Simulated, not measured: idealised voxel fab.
process module | voxel self aligned contacts
cross-section cut | 145 nm wide | cells 5 nm
A cross-section is a grid of square cells, given in bands from the top down. A band is one or more rows of cells.
Each band's line starts with the height of the band's top and of its bottom, in nm. Then come its materials from left to right, each with its width in nm. One material with "throughout" fills the band from edge to edge. "air" is empty space.
Height 0 is the level under which the wafer as received is all one material. The lowest band goes on downwards, as in "0 down".
A width such as "30 to 40" changes by the same amount from each row of cells to the next, from the band's top row to its bottom row.
"no change" after a step means that no cell of the cross-section changed.
closed voids: empty space of 8 cells or more with no open way to the top, each as width x height at its distance from the left edge, in nm
after a step's settings: what the simulator itself notes on the step
overlay nm, on a step with a mask: how far to the right of its planned place the mask lay; to the left if negative
plan
1 op RECEIVE | material Si
2 op CONFORMAL_DEP | material SiO2 | thk nm 5
3 op DIRECTIONAL_DEP | material polySi | thk nm 20
4 op DIRECTIONAL_DEP | material SiN | thk nm 20
5 op PATTERN | tone cover | mask id GATE | material resist | width nm 35 | pitch nm 70 | thk nm 15 | overlay nm 0
6 op DIRECTIONAL_ETCH | etch materials SiN | depth nm 20
7 op DIRECTIONAL_ETCH | etch materials polySi | depth nm 20
8 op STRIP | etch materials resist
9 op CONFORMAL_DEP | material SiN | thk nm 10
10 op DIRECTIONAL_ETCH | etch materials SiN | depth nm 10
11 op FILL_DEP | material SiO2 | thk nm 15
12 op CMP | height nm 55
13 op DIRECTIONAL_DEP | material aC | thk nm 15
14 op PATTERN | tone open | mask id CONTACT | material resist | width nm 55 | thk nm 30 | overlay nm 0
15 op DIRECTIONAL_ETCH | etch materials aC | depth nm 15
16 op STRIP | etch materials resist
17 op DIRECTIONAL_ETCH | etch materials SiO2 | depth nm 55
18 op STRIP | etch materials aC
19 op CONFORMAL_DEP | material TiN | thk nm 5
20 op FILL_DEP | material W | thk nm 10
21 op CMP | height nm 55
22 op CONFORMAL_DEP | material SiN | thk nm 5
first wafer, as planned
as received, after step 1
  0 down: Si throughout
  closed voids: none
after step 2
  5 to 0: SiO2 throughout
  below 0: unchanged
after step 3
  25 to 5: polySi throughout
  below 5: unchanged
after step 4
  45 to 25: SiN throughout
  below 25: unchanged
after step 5
  60 to 45: air 20 | resist 35 | air 35 | resist 35 | air 20
  below 45: unchanged
after step 6
  60 to 45: air 20 | resist 35 | air 35 | resist 35 | air 20
  45 to 25: air 20 | SiN 35 | air 35 | SiN 35 | air 20
  below 25: unchanged
after step 7
  60 to 45: air 20 | resist 35 | air 35 | resist 35 | air 20
  45 to 25: air 20 | SiN 35 | air 35 | SiN 35 | air 20
  25 to 5: air 20 | polySi 35 | air 35 | polySi 35 | air 20
  below 5: unchanged
after step 8
  45 to 25: air 20 | SiN 35 | air 35 | SiN 35 | air 20
  below 25: unchanged
after step 9
  55 to 25: air 10 | SiN 55 | air 15 | SiN 55 | air 10
  25 to 15: air 10 | SiN 10 | polySi 35 | SiN 10 | air 15 | SiN 10 | polySi 35 | SiN 10 | air 10
  15 to 5: SiN 20 | polySi 35 | SiN 35 | polySi 35 | SiN 20
  below 5: unchanged
after step 10
  45 to 25: air 10 | SiN 55 | air 15 | SiN 55 | air 10
  25 to 5: air 10 | SiN 10 | polySi 35 | SiN 10 | air 15 | SiN 10 | polySi 35 | SiN 10 | air 10
  below 5: unchanged
after step 11
  60 to 45: SiO2 throughout
  45 to 25: SiO2 10 | SiN 55 | SiO2 15 | SiN 55 | SiO2 10
  25 to 5: SiO2 10 | SiN 10 | polySi 35 | SiN 10 | SiO2 15 | SiN 10 | polySi 35 | SiN 10 | SiO2 10
  below 5: unchanged
after step 12
  55 to 45: SiO2 throughout
  below 45: unchanged
after step 13
  70 to 55: aC throughout
  below 55: unchanged
after step 14
  100 to 70: resist 45 | air 55 | resist 45
  below 70: unchanged
after step 15
  85 to 70: resist 45 | air 55 | resist 45
  70 to 55: aC 45 | air 55 | aC 45
  below 55: unchanged
after step 16
  70 to 55: aC 45 | air 55 | aC 45
  below 55: unchanged
after step 17
  70 to 55: aC 45 | air 55 | aC 45
  55 to 45: SiO2 45 | air 55 | SiO2 45
  45 to 25: SiO2 10 | SiN 55 | air 15 | SiN 55 | SiO2 10
  25 to 5: SiO2 10 | SiN 10 | polySi 35 | SiN 10 | air 15 | SiN 10 | polySi 35 | SiN 10 | SiO2 10
  5 to 0: SiO2 65 | air 15 | SiO2 65
  below 0: unchanged
after step 18
  55 to 45: SiO2 45 | air 55 | SiO2 45
  below 45: unchanged
after step 19
  60 to 55: TiN 50 | air 45 | TiN 50
  55 to 45: SiO2 45 | TiN 5 to 25 | air 45 to 5 | TiN 5 to 25 | SiO2 45
  45 to 25: SiO2 10 | SiN 55 | TiN 5 | air 5 | TiN 5 | SiN 55 | SiO2 10
  25 to 5: SiO2 10 | SiN 10 | polySi 35 | SiN 10 | TiN 5 | air 5 | TiN 5 | SiN 10 | polySi 35 | SiN 10 | SiO2 10
  5 to 0: SiO2 65 | TiN 15 | SiO2 65
  below 0: unchanged
after step 20
  70 to 60: W throughout
  60 to 55: TiN 50 | W 45 | TiN 50
  55 to 45: SiO2 45 | TiN 5 to 25 | W 45 to 5 | TiN 5 to 25 | SiO2 45
  45 to 25: SiO2 10 | SiN 55 | TiN 5 | W 5 | TiN 5 | SiN 55 | SiO2 10
  25 to 5: SiO2 10 | SiN 10 | polySi 35 | SiN 10 | TiN 5 | W 5 | TiN 5 | SiN 10 | polySi 35 | SiN 10 | SiO2 10
  below 5: unchanged
after step 21
  55 to 45: SiO2 45 | TiN 5 to 25 | W 45 to 5 | TiN 5 to 25 | SiO2 45
  below 45: unchanged
after step 22
  60 to 55: SiN throughout
  below 55: unchanged
second wafer: like start, like plan, one mistake. Through step 3 it matches the first wafer
when step 4 should have ended
  45 to 25: W throughout
  below 25: unchanged
when step 5 should have ended
  60 to 45: air 20 | resist 35 | air 35 | resist 35 | air 20
  below 45: unchanged
when step 6 should have ended: no change
when step 7 should have ended: no change
when step 8 should have ended
  45 to 25: W throughout
  below 25: unchanged
when step 9 should have ended
  55 to 45: SiN throughout
  below 45: unchanged
when step 10 should have ended
  45 to 25: W throughout
  below 25: unchanged
when step 11 should have ended
  60 to 45: SiO2 throughout
  below 45: unchanged
when step 12 should have ended
  55 to 45: SiO2 throughout
  below 45: unchanged
when step 13 should have ended
  70 to 55: aC throughout
  below 55: unchanged
when step 14 should have ended
  100 to 70: resist 45 | air 55 | resist 45
  below 70: unchanged
when step 15 should have ended
  85 to 70: resist 45 | air 55 | resist 45
  70 to 55: aC 45 | air 55 | aC 45
  below 55: unchanged
when step 16 should have ended
  70 to 55: aC 45 | air 55 | aC 45
  below 55: unchanged
when step 17 should have ended
  70 to 55: aC 45 | air 55 | aC 45
  55 to 45: SiO2 45 | air 55 | SiO2 45
  below 45: unchanged
when step 18 should have ended
  55 to 45: SiO2 45 | air 55 | SiO2 45
  below 45: unchanged
when step 19 should have ended
  60 to 55: TiN 50 | air 45 | TiN 50
  55 to 50: SiO2 45 | TiN 5 | air 45 | TiN 5 | SiO2 45
  50 to 45: SiO2 45 | TiN 55 | SiO2 45
  below 45: unchanged
when step 20 should have ended
  70 to 60: W throughout
  60 to 55: TiN 50 | W 45 | TiN 50
  55 to 50: SiO2 45 | TiN 5 | W 45 | TiN 5 | SiO2 45
  below 50: unchanged
when step 21 should have ended
  55 to 50: SiO2 45 | TiN 5 | W 45 | TiN 5 | SiO2 45
  below 50: unchanged
when step 22 should have ended
  60 to 55: SiN throughout
  below 55: unchanged
what went wrong: step 4 ran as: op DIRECTIONAL_DEP | material W | thk nm 20
at the end the second wafer has, in cells: 120 fewer of SiN | 29 fewer of SiO2 | 18 fewer of TiN | 107 more of W | 60 more of polySi
